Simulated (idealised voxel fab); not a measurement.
Documented hereafter: the process module known as voxel quadruple lines.
Section cut is 255 nm wide and gridded with 5 nm square cells.
Just so we're on the same page, the cross-sections are grids of square cells, and they're listed out in bands top to bottom, each band one or more rows deep. Look at the band entry: it leads with the top's height and the bottom's height in nm. Then it lists the materials left to right, with a width in nm for each. The word "full width" on a single material says that material fills the band edge to edge. The word "blank" is empty space. It should be noted that heights are counted from 0, beneath which the wafer as supplied is of one material throughout, and that the lowest band possesses no lower boundary but continues downward, as written in "top 0, no bottom". When a width is written as two numbers, as in "30 to 40", the first number is the width in the top row of cells of the band and the second is the width in its bottom row, and the width changes by the same amount from each row to the next. "all unchanged" means the step left every cell of the cross-section as it was. Heads up: "Enclosed void entries" only lists the empty pockets with no open path to the top that are 8 cells or more, and it writes them as width x height at distance, distance from the left edge, in nm. after a step's settings: what the simulator itself notes on the step. The optional step-line setting "overlay nm" applies to steps with a mask and quantifies how far to the right of its planned location the mask lay, a negative value indicating leftward placement.

**The following list gives the planned process steps**
step 1: RECEIVE: material Si
step 2: CONFORMAL_DEP: material Al2O3, thk nm 5
step 3: DIRECTIONAL_DEP: material W, thk nm 15
step 4: DIRECTIONAL_DEP: material polySi, thk nm 20
step 5: DIRECTIONAL_DEP: material aC, thk nm 20
step 6: PATTERN: tone cover, mask id MANDREL, material resist, width nm 20, pitch nm 60, thk nm 25, overlay nm 0
step 7: DIRECTIONAL_ETCH: etch materials aC, depth nm 20
step 8: STRIP: etch materials resist
step 9: CONFORMAL_DEP: material SiO2, thk nm 10
step 10: DIRECTIONAL_ETCH: etch materials SiO2, depth nm 10
step 11: STRIP: etch materials aC
step 12: DIRECTIONAL_ETCH: etch materials polySi, depth nm 20
step 13: STRIP: etch materials SiO2
step 14: CONFORMAL_DEP: material SiN, thk nm 5
step 15: DIRECTIONAL_ETCH: etch materials SiN, depth nm 5
step 16: STRIP: etch materials polySi
step 17: DIRECTIONAL_ETCH: etch materials W, depth nm 15
step 18: STRIP: etch materials SiN
step 19: FILL_DEP: material lowk, thk nm 5
step 20: CMP: height nm 20

**So this is the incoming wafer in cross-section - it's already been through step 1**
> top 0, no bottom | Si full width
> Enclosed void entries: none

**Figure: cross-sectional view of the wafer upon completion of the module, processed from the initial state and according to the plan depicted above, with one error introduced during execution**
> top 20, bottom 5 | lowk: 80  W: 5  lowk: 20  W: 5  lowk: 30  W: 5  lowk: 20  W: 5  lowk: 85
> top 5, bottom 0 | Al2O3 full width
> top 0, no bottom | Si full width
> Enclosed void entries: none
Processing error: step 6 was run on a setting that differed from the plan, and what really ran there is PATTERN: tone open, mask id MANDREL, material resist, width nm 20, pitch nm 60, thk nm 25, overlay nm 0
